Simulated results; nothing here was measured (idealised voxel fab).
Documented hereafter: the process module known as voxel self aligned contacts.
FYI the section here is cut, 260 nm wide, cells are 5 nm squares.
When this document writes out a cross-section, it uses a grid of square cells and lists it as bands, beginning at the top and moving down, with a band standing for one or more rows of cells. This entry defines a band. It first specifies the height of the band's top and the height of its bottom in nm, and then specifies the band's materials from left to right, stating each material with its width in nm. The word "all across" identifies a single material that fills the band from edge to edge, while the word "empty" identifies empty space. Ref level 0: as-received wafer is one material below here. Bottom band extends down with no lower bound ("top 0, no bottom"). The width entry "30->40" should be interpreted row by row: the top row of cells in the band takes the first number, the bottom row takes the second number, and the change between adjacent rows is uniform throughout. Key: "identical to before" - step with no changed cell in the cross-section. "Entrapped void list" lists enclosed empty spaces (at least 8 cells, no open path upward to the top), each as width x height at distance from the left edge, in nm. Anything after a step's settings on that line? It's the simulator's own note about the step. You can add "overlay nm" to a step's line. For a step with a mask, it describes how far the mask lay to the right of its planned position, and a negative number describes a lay to the left.
Steps in the process plan:
1,RECEIVE,material Si
2,CONFORMAL_DEP,material SiO2,thk nm 5
3,DIRECTIONAL_DEP,material polySi,thk nm 30
4,DIRECTIONAL_DEP,material SiN,thk nm 20
5,DIRECTIONAL_DEP,material aC,thk nm 15
6,PATTERN,tone cover,mask id GATE,material resist,width nm 25,pitch nm 55,thk nm 35,overlay nm 0
7,DIRECTIONAL_ETCH,etch materials aC,depth nm 15
8,STRIP,etch materials resist
9,DIRECTIONAL_ETCH,etch materials SiN,depth nm 20
10,DIRECTIONAL_ETCH,etch materials polySi,depth nm 30
11,STRIP,etch materials aC
12,CONFORMAL_DEP,material SiN,thk nm 5
13,DIRECTIONAL_ETCH,etch materials SiN,depth nm 5
14,FILL_DEP,material SiO2,thk nm 20
15,CMP,height nm 65
16,DIRECTIONAL_DEP,material aC,thk nm 10
17,PATTERN,tone open,mask id CONTACT,material resist,width nm 40,thk nm 25,overlay nm 0
18,DIRECTIONAL_ETCH,etch materials aC,depth nm 10
19,STRIP,etch materials resist
20,DIRECTIONAL_ETCH,etch materials SiO2,depth nm 65
21,STRIP,etch materials aC
22,CONFORMAL_DEP,material TiN,thk nm 5
23,FILL_DEP,material W,thk nm 5
24,CMP,height nm 65
25,CONFORMAL_DEP,material SiCN,thk nm 5
Run as planned: first of two wafers:
Cross-section of the wafer at receipt, which is the condition after step 1:
> top 0, no bottom = Si all across
> Entrapped void list: none
Presented here is a cross-section of the wafer after step 2 has been performed:
> top 5, bottom 0 = SiO2 all across
> Under the height 0 nothing was changed.
Presented here is a cross-section of the wafer after step 3 has been performed:
> top 35, bottom 5 = polySi all across
> Under the height 5 nothing was changed.
Presented here is a cross-section of the wafer after step 4 has been performed:
> top 55, bottom 35 = SiN all across
> Under the height 35 nothing was changed.
Presented here is a cross-section of the wafer after step 5 has been performed:
> top 70, bottom 55 = aC all across
> Under the height 55 nothing was changed.
Presented here is a cross-section of the wafer after step 6 has been performed:
> top 105, bottom 70 = empty 90 nm | resist 25 nm | empty 30 nm | resist 25 nm | empty 90 nm
> Under the height 70 nothing was changed.
Presented here is a cross-section of the wafer after step 7 has been performed:
> top 90, bottom 70 = empty 90 nm | resist 25 nm | empty 30 nm | resist 25 nm | empty 90 nm
> top 70, bottom 55 = empty 90 nm | aC 25 nm | empty 30 nm | aC 25 nm | empty 90 nm
> Under the height 55 nothing was changed.
Presented here is a cross-section of the wafer after step 8 has been performed:
> top 70, bottom 55 = empty 90 nm | aC 25 nm | empty 30 nm | aC 25 nm | empty 90 nm
> Under the height 55 nothing was changed.
Presented here is a cross-section of the wafer after step 9 has been performed:
> top 70, bottom 55 = empty 90 nm | aC 25 nm | empty 30 nm | aC 25 nm | empty 90 nm
> top 55, bottom 35 = empty 90 nm | SiN 25 nm | empty 30 nm | SiN 25 nm | empty 90 nm
> Under the height 35 nothing was changed.
Presented here is a cross-section of the wafer after step 10 has been performed:
> top 70, bottom 55 = empty 90 nm | aC 25 nm | empty 30 nm | aC 25 nm | empty 90 nm
> top 55, bottom 35 = empty 90 nm | SiN 25 nm | empty 30 nm | SiN 25 nm | empty 90 nm
> top 35, bottom 5 = empty 90 nm | polySi 25 nm | empty 30 nm | polySi 25 nm | empty 90 nm
> Under the height 5 nothing was changed.
Presented here is a cross-section of the wafer after step 11 has been performed:
> top 55, bottom 35 = empty 90 nm | SiN 25 nm | empty 30 nm | SiN 25 nm | empty 90 nm
> Under the height 35 nothing was changed.
Presented here is a cross-section of the wafer after step 12 has been performed:
> top 60, bottom 35 = empty 85 nm | SiN 35 nm | empty 20 nm | SiN 35 nm | empty 85 nm
> top 35, bottom 10 = empty 85 nm | SiN 5 nm | polySi 25 nm | SiN 5 nm | empty 20 nm | SiN 5 nm | polySi 25 nm | SiN 5 nm | empty 85 nm
> top 10, bottom 5 = SiN 90 nm | polySi 25 nm | SiN 30 nm | polySi 25 nm | SiN 90 nm
> Under the height 5 nothing was changed.
Presented here is a cross-section of the wafer after step 13 has been performed:
> top 55, bottom 35 = empty 85 nm | SiN 35 nm | empty 20 nm | SiN 35 nm | empty 85 nm
> top 35, bottom 5 = empty 85 nm | SiN 5 nm | polySi 25 nm | SiN 5 nm | empty 20 nm | SiN 5 nm | polySi 25 nm | SiN 5 nm | empty 85 nm
> Under the height 5 nothing was changed.
Presented here is a cross-section of the wafer after step 14 has been performed:
> top 75, bottom 55 = SiO2 all across
> top 55, bottom 35 = SiO2 85 nm | SiN 35 nm | SiO2 20 nm | SiN 35 nm | SiO2 85 nm
> top 35, bottom 5 = SiO2 85 nm | SiN 5 nm | polySi 25 nm | SiN 5 nm | SiO2 20 nm | SiN 5 nm | polySi 25 nm | SiN 5 nm | SiO2 85 nm
> Under the height 5 nothing was changed.
Presented here is a cross-section of the wafer after step 15 has been performed:
> top 65, bottom 55 = SiO2 all across
> Under the height 55 nothing was changed.
Presented here is a cross-section of the wafer after step 16 has been performed:
> top 75, bottom 65 = aC all across
> Under the height 65 nothing was changed.
Presented here is a cross-section of the wafer after step 17 has been performed:
> top 100, bottom 75 = resist 110 nm | empty 40 nm | resist 110 nm
> Under the height 75 nothing was changed.
Presented here is a cross-section of the wafer after step 18 has been performed:
> top 90, bottom 75 = resist 110 nm | empty 40 nm | resist 110 nm
> top 75, bottom 65 = aC 110 nm | empty 40 nm | aC 110 nm
> Under the height 65 nothing was changed.
Presented here is a cross-section of the wafer after step 19 has been performed:
> top 75, bottom 65 = aC 110 nm | empty 40 nm | aC 110 nm
> Under the height 65 nothing was changed.
Presented here is a cross-section of the wafer after step 20 has been performed:
> top 75, bottom 65 = aC 110 nm | empty 40 nm | aC 110 nm
> top 65, bottom 55 = SiO2 110 nm | empty 40 nm | SiO2 110 nm
> top 55, bottom 35 = SiO2 85 nm | SiN 35 nm | empty 20 nm | SiN 35 nm | SiO2 85 nm
> top 35, bottom 5 = SiO2 85 nm | SiN 5 nm | polySi 25 nm | SiN 5 nm | empty 20 nm | SiN 5 nm | polySi 25 nm | SiN 5 nm | SiO2 85 nm
> top 5, bottom 0 = SiO2 120 nm | empty 20 nm | SiO2 120 nm
> Under the height 0 nothing was changed.
Presented here is a cross-section of the wafer after step 21 has been performed:
> top 65, bottom 55 = SiO2 110 nm | empty 40 nm | SiO2 110 nm
> Under the height 55 nothing was changed.
Presented here is a cross-section of the wafer after step 22 has been performed:
> top 70, bottom 65 = TiN 115 nm | empty 30 nm | TiN 115 nm
> top 65, bottom 55 = SiO2 110 nm | TiN 5->15 nm | empty 30->10 nm | TiN 5->15 nm | SiO2 110 nm
> top 55, bottom 35 = SiO2 85 nm | SiN 35 nm | TiN 5 nm | empty 10 nm | TiN 5 nm | SiN 35 nm | SiO2 85 nm
> top 35, bottom 5 = SiO2 85 nm | SiN 5 nm | polySi 25 nm | SiN 5 nm | TiN 5 nm | empty 10 nm | TiN 5 nm | SiN 5 nm | polySi 25 nm | SiN 5 nm | SiO2 85 nm
> top 5, bottom 0 = SiO2 120 nm | TiN 20 nm | SiO2 120 nm
> Under the height 0 nothing was changed.
Presented here is a cross-section of the wafer after step 23 has been performed:
> top 75, bottom 70 = W all across
> top 70, bottom 65 = TiN 115 nm | W 30 nm | TiN 115 nm
> top 65, bottom 55 = SiO2 110 nm | TiN 5->15 nm | W 30->10 nm | TiN 5->15 nm | SiO2 110 nm
> top 55, bottom 35 = SiO2 85 nm | SiN 35 nm | TiN 5 nm | W 10 nm | TiN 5 nm | SiN 35 nm | SiO2 85 nm
> top 35, bottom 5 = SiO2 85 nm | SiN 5 nm | polySi 25 nm | SiN 5 nm | TiN 5 nm | W 10 nm | TiN 5 nm | SiN 5 nm | polySi 25 nm | SiN 5 nm | SiO2 85 nm
> Under the height 5 nothing was changed.
Presented here is a cross-section of the wafer after step 24 has been performed:
> top 65, bottom 55 = SiO2 110 nm | TiN 5->15 nm | W 30->10 nm | TiN 5->15 nm | SiO2 110 nm
> Under the height 55 nothing was changed.
Presented here is a cross-section of the wafer after step 25 has been performed:
> top 70, bottom 65 = SiCN all across
> Under the height 65 nothing was changed.
The second wafer was prepared from the same starting point and under the same plan as the first; its processing contained one mistake, and it remains indistinguishable from the first wafer up to and including step 2:
The second wafer in cross-section, at the planned close of step 3:
> top 65, bottom 5 = polySi all across
> Under the height 5 nothing was changed.
The second wafer in cross-section, at the planned close of step 4:
> top 85, bottom 65 = SiN all across
> Under the height 65 nothing was changed.
The second wafer in cross-section, at the planned close of step 5:
> top 100, bottom 85 = aC all across
> Under the height 85 nothing was changed.
The second wafer in cross-section, at the planned close of step 6:
> top 135, bottom 100 = empty 90 nm | resist 25 nm | empty 30 nm | resist 25 nm | empty 90 nm
> Under the height 100 nothing was changed.
The second wafer in cross-section, at the planned close of step 7:
> top 120, bottom 100 = empty 90 nm | resist 25 nm | empty 30 nm | resist 25 nm | empty 90 nm
> top 100, bottom 85 = empty 90 nm | aC 25 nm | empty 30 nm | aC 25 nm | empty 90 nm
> Under the height 85 nothing was changed.
The second wafer in cross-section, at the planned close of step 8:
> top 100, bottom 85 = empty 90 nm | aC 25 nm | empty 30 nm | aC 25 nm | empty 90 nm
> Under the height 85 nothing was changed.
The second wafer in cross-section, at the planned close of step 9:
> top 100, bottom 85 = empty 90 nm | aC 25 nm | empty 30 nm | aC 25 nm | empty 90 nm
> top 85, bottom 65 = empty 90 nm | SiN 25 nm | empty 30 nm | SiN 25 nm | empty 90 nm
> Under the height 65 nothing was changed.
The second wafer in cross-section, at the planned close of step 10:
> top 100, bottom 85 = empty 90 nm | aC 25 nm | empty 30 nm | aC 25 nm | empty 90 nm
> top 85, bottom 65 = empty 90 nm | SiN 25 nm | empty 30 nm | SiN 25 nm | empty 90 nm
> top 65, bottom 35 = empty 90 nm | polySi 25 nm | empty 30 nm | polySi 25 nm | empty 90 nm
> Under the height 35 nothing was changed.
The second wafer in cross-section, at the planned close of step 11:
> top 85, bottom 65 = empty 90 nm | SiN 25 nm | empty 30 nm | SiN 25 nm | empty 90 nm
> Under the height 65 nothing was changed.
The second wafer in cross-section, at the planned close of step 12:
> top 90, bottom 65 = empty 85 nm | SiN 35 nm | empty 20 nm | SiN 35 nm | empty 85 nm
> top 65, bottom 40 = empty 85 nm | SiN 5 nm | polySi 25 nm | SiN 5 nm | empty 20 nm | SiN 5 nm | polySi 25 nm | SiN 5 nm | empty 85 nm
> top 40, bottom 35 = SiN 90 nm | polySi 25 nm | SiN 30 nm | polySi 25 nm | SiN 90 nm
> Under the height 35 nothing was changed.
The second wafer in cross-section, at the planned close of step 13:
> top 85, bottom 65 = empty 85 nm | SiN 35 nm | empty 20 nm | SiN 35 nm | empty 85 nm
> top 65, bottom 35 = empty 85 nm | SiN 5 nm | polySi 25 nm | SiN 5 nm | empty 20 nm | SiN 5 nm | polySi 25 nm | SiN 5 nm | empty 85 nm
> Under the height 35 nothing was changed.
The second wafer in cross-section, at the planned close of step 14:
> top 105, bottom 85 = SiO2 all across
> top 85, bottom 65 = SiO2 85 nm | SiN 35 nm | SiO2 20 nm | SiN 35 nm | SiO2 85 nm
> top 65, bottom 35 = SiO2 85 nm | SiN 5 nm | polySi 25 nm | SiN 5 nm | SiO2 20 nm | SiN 5 nm | polySi 25 nm | SiN 5 nm | SiO2 85 nm
> Under the height 35 nothing was changed.
The second wafer in cross-section, at the planned close of step 15:
> top 65, bottom 35 = SiO2 85 nm | SiN 5 nm | polySi 25 nm | SiN 5 nm | SiO2 20 nm | SiN 5 nm | polySi 25 nm | SiN 5 nm | SiO2 85 nm
> Under the height 35 nothing was changed.
The second wafer in cross-section, at the planned close of step 16:
> top 75, bottom 65 = aC all across
> Under the height 65 nothing was changed.
The second wafer in cross-section, at the planned close of step 17:
> top 100, bottom 75 = resist 110 nm | empty 40 nm | resist 110 nm
> Under the height 75 nothing was changed.
The second wafer in cross-section, at the planned close of step 18:
> top 90, bottom 75 = resist 110 nm | empty 40 nm | resist 110 nm
> top 75, bottom 65 = aC 110 nm | empty 40 nm | aC 110 nm
> Under the height 65 nothing was changed.
The second wafer in cross-section, at the planned close of step 19:
> top 75, bottom 65 = aC 110 nm | empty 40 nm | aC 110 nm
> Under the height 65 nothing was changed.
The second wafer in cross-section, at the planned close of step 20:
> top 75, bottom 65 = aC 110 nm | empty 40 nm | aC 110 nm
> top 65, bottom 35 = SiO2 85 nm | SiN 5 nm | polySi 25 nm | SiN 5 nm | empty 20 nm | SiN 5 nm | polySi 25 nm | SiN 5 nm | SiO2 85 nm
> Under the height 35 nothing was changed.
The second wafer in cross-section, at the planned close of step 21:
> top 65, bottom 35 = SiO2 85 nm | SiN 5 nm | polySi 25 nm | SiN 5 nm | empty 20 nm | SiN 5 nm | polySi 25 nm | SiN 5 nm | SiO2 85 nm
> Under the height 35 nothing was changed.
The second wafer in cross-section, at the planned close of step 22:
> top 70, bottom 65 = TiN 125 nm | empty 10 nm | TiN 125 nm
> top 65, bottom 40 = SiO2 85 nm | SiN 5 nm | polySi 25 nm | SiN 5 nm | TiN 5 nm | empty 10 nm | TiN 5 nm | SiN 5 nm | polySi 25 nm | SiN 5 nm | SiO2 85 nm
> top 40, bottom 35 = SiO2 85 nm | SiN 5 nm | polySi 25 nm | SiN 5 nm | TiN 20 nm | SiN 5 nm | polySi 25 nm | SiN 5 nm | SiO2 85 nm
> Under the height 35 nothing was changed.
The second wafer in cross-section, at the planned close of step 23:
> top 75, bottom 70 = W all across
> top 70, bottom 65 = TiN 125 nm | W 10 nm | TiN 125 nm
> top 65, bottom 40 = SiO2 85 nm | SiN 5 nm | polySi 25 nm | SiN 5 nm | TiN 5 nm | W 10 nm | TiN 5 nm | SiN 5 nm | polySi 25 nm | SiN 5 nm | SiO2 85 nm
> Under the height 40 nothing was changed.
The second wafer in cross-section, at the planned close of step 24:
> top 65, bottom 40 = SiO2 85 nm | SiN 5 nm | polySi 25 nm | SiN 5 nm | TiN 5 nm | W 10 nm | TiN 5 nm | SiN 5 nm | polySi 25 nm | SiN 5 nm | SiO2 85 nm
> Under the height 40 nothing was changed.
The second wafer in cross-section, at the planned close of step 25:
> top 70, bottom 65 = SiCN all across
> Under the height 65 nothing was changed.
What went wrong in running the wafer? heads up, step 3 of the plan got done twice
Heads up, by the end the second wafer has more or fewer cells of some materials compared to the first: SiN -56; SiO2 -220; TiN -18; W -18; polySi +312
